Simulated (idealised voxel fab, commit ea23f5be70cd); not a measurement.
Documented hereafter: the process module known as voxel gate over fins.
220 nm wide, 5 nm square cells: that's cross-section cut.
Bands, listed from the top down, are how a cross-section gets written in this document; the cross-section itself is a grid of square cells, and a band is one or more rows of them. For a band, the entry starts with two heights in nm, that of the top and then that of the bottom, and carries on with the band's materials in order from left to right, each alongside its width in nm; the word "edge to edge" beside a single material means it fills the band edge to edge, and "blank" means empty space. Beneath 0, the wafer as received is one material, and that level is where height counting begins. The lowest band goes on downward without a bottom; it is written like "0 and below". Width "30->40": first value at the band's top row of cells, second value at its bottom row, equal change from row to row. It should be understood that the words "remained the same", when stated for a given step, signify that the cross-section underwent no change in any of its cells during that step. The entry titled "Sealed voids" provides the empty spaces that have no open way to the top, restricted to those of 8 cells or more. Each is presented as width x height at distance, the distance being measured from the left edge, with all three in nm. Anything after a step's settings on that line? It's the simulator's own note about the step. The "overlay nm" setting may appear on a step's line; for a step that uses a mask, it gives how far to the right of its planned position the mask lay, and a negative value indicates the left.
THIS SECTION LISTS THE PROCESS STEPS THAT WERE PLANNED
1,op RECEIVE | material Si
2,op CONFORMAL_DEP | material SiN | thk nm 10
3,op PATTERN | tone cover | mask id FINS | material resist | width nm 15 | pitch nm 45 | thk nm 15 | overlay nm 0
4,op DIRECTIONAL_ETCH | etch materials SiN | depth nm 10
5,op DIRECTIONAL_ETCH | etch materials Si | depth nm 40
6,op STRIP | etch materials resist
7,op FILL_DEP | material SiO2 | thk nm 15
8,op CMP | height nm 10
9,op SELECTIVE_ETCH | etch materials SiO2 | depth nm 20
10,op STRIP | etch materials SiN
11,op CONFORMAL_DEP | material HfO2 | thk nm 5
12,op CONFORMAL_DEP | material TiN | thk nm 5
13,op CONFORMAL_DEP | material TiAl | thk nm 5
14,op CONFORMAL_DEP | material TiN | thk nm 5
15,op FILL_DEP | material W | thk nm 15
16,op CMP | height nm 30
17,op CONFORMAL_DEP | material SiCN | thk nm 10
AS-RECEIVED WAFER CROSS-SECTION (AFTER STEP 1)
0 and below  Si edge to edge
Sealed voids: none
WAFER CROSS-SECTION AT MODULE END: FIRST OF TWO, RUN TO PLAN
40 down to 30  SiCN edge to edge
30 down to 20  W edge to edge
20 down to 15  15 W, then 190 TiN, then 15 W
15 down to 10  15 W, then 5 TiN, then 180 TiAl, then 5 TiN, then 15 W
10 down to 5  20 TiN, then 5 TiAl, then 35 TiN, then 10 TiAl, then 35 TiN, then 10 TiAl, then 35 TiN, then 10 TiAl, then 35 TiN, then 5 TiAl, then 20 TiN
5 down to 0  25 TiAl, then 5 TiN, then 25 HfO2, then 5 TiN, then 10 TiAl, then 5 TiN, then 25 HfO2, then 5 TiN, then 10 TiAl, then 5 TiN, then 25 HfO2, then 5 TiN, then 10 TiAl, then 5 TiN, then 25 HfO2, then 5 TiN, then 25 TiAl
0 down to -5  30 TiN, then 5 HfO2, then 15 Si, then 5 HfO2, then 20 TiN, then 5 HfO2, then 15 Si, then 5 HfO2, then 20 TiN, then 5 HfO2, then 15 Si, then 5 HfO2, then 20 TiN, then 5 HfO2, then 15 Si, then 5 HfO2, then 30 TiN
-5 down to -10  35 HfO2, then 15 Si, then 30 HfO2, then 15 Si, then 30 HfO2, then 15 Si, then 30 HfO2, then 15 Si, then 35 HfO2
-10 down to -40  35 SiO2, then 15 Si, then 30 SiO2, then 15 Si, then 30 SiO2, then 15 Si, then 30 SiO2, then 15 Si, then 35 SiO2
-40 and below  Si edge to edge
Sealed voids: none
WAFER TWO, END OF MODULE, CROSS-SECTION. SAME START, SAME PLAN AS WAFER ONE. ONE MISTAKE IN THE RUN
40 down to 30  SiCN edge to edge
30 down to 20  W edge to edge
20 down to 15  15 W, then 190 TiN, then 15 W
15 down to 10  15 W, then 5 TiN, then 180 TiAl, then 5 TiN, then 15 W
10 down to 5  15 W, then 5 TiN, then 5 TiAl, then 35 TiN, then 10 TiAl, then 35 TiN, then 10 TiAl, then 35 TiN, then 10 TiAl, then 35 TiN, then 5 TiAl, then 5 TiN, then 15 W
5 down to 0  15 W, then 5 TiN, then 5 TiAl, then 5 TiN, then 25 HfO2, then 5 TiN, then 10 TiAl, then 5 TiN, then 25 HfO2, then 5 TiN, then 10 TiAl, then 5 TiN, then 25 HfO2, then 5 TiN, then 10 TiAl, then 5 TiN, then 25 HfO2, then 5 TiN, then 5 TiAl, then 5 TiN, then 15 W
0 down to -10  15 W, then 5 TiN, then 5 TiAl, then 5 TiN, then 5 HfO2, then 15 Si, then 5 HfO2, then 5 TiN, then 10 TiAl, then 5 TiN, then 5 HfO2, then 15 Si, then 5 HfO2, then 5 TiN, then 10 TiAl, then 5 TiN, then 5 HfO2, then 15 Si, then 5 HfO2, then 5 TiN, then 10 TiAl, then 5 TiN, then 5 HfO2, then 15 Si, then 5 HfO2, then 5 TiN, then 5 TiAl, then 5 TiN, then 15 W
-10 down to -15  20 TiN, then 5 TiAl, then 5 TiN, then 5 HfO2, then 15 Si, then 5 HfO2, then 5 TiN, then 10 TiAl, then 5 TiN, then 5 HfO2, then 15 Si, then 5 HfO2, then 5 TiN, then 10 TiAl, then 5 TiN, then 5 HfO2, then 15 Si, then 5 HfO2, then 5 TiN, then 10 TiAl, then 5 TiN, then 5 HfO2, then 15 Si, then 5 HfO2, then 5 TiN, then 5 TiAl, then 20 TiN
-15 down to -20  25 TiAl, then 5 TiN, then 5 HfO2, then 15 Si, then 5 HfO2, then 5 TiN, then 10 TiAl, then 5 TiN, then 5 HfO2, then 15 Si, then 5 HfO2, then 5 TiN, then 10 TiAl, then 5 TiN, then 5 HfO2, then 15 Si, then 5 HfO2, then 5 TiN, then 10 TiAl, then 5 TiN, then 5 HfO2, then 15 Si, then 5 HfO2, then 5 TiN, then 25 TiAl
-20 down to -25  30 TiN, then 5 HfO2, then 15 Si, then 5 HfO2, then 20 TiN, then 5 HfO2, then 15 Si, then 5 HfO2, then 20 TiN, then 5 HfO2, then 15 Si, then 5 HfO2, then 20 TiN, then 5 HfO2, then 15 Si, then 5 HfO2, then 30 TiN
-25 down to -30  35 HfO2, then 15 Si, then 30 HfO2, then 15 Si, then 30 HfO2, then 15 Si, then 30 HfO2, then 15 Si, then 35 HfO2
-30 down to -40  35 SiO2, then 15 Si, then 30 SiO2, then 15 Si, then 30 SiO2, then 15 Si, then 30 SiO2, then 15 Si, then 35 SiO2
-40 and below  Si edge to edge
Sealed voids: none
what went wrong: twice, step 9 of the plan was run
Counted in cells at the end, the second wafer holds more or fewer of these materials than the first: 32 more of HfO2, 128 fewer of SiO2, 32 more of TiAl, 40 more of TiN, 24 more of W
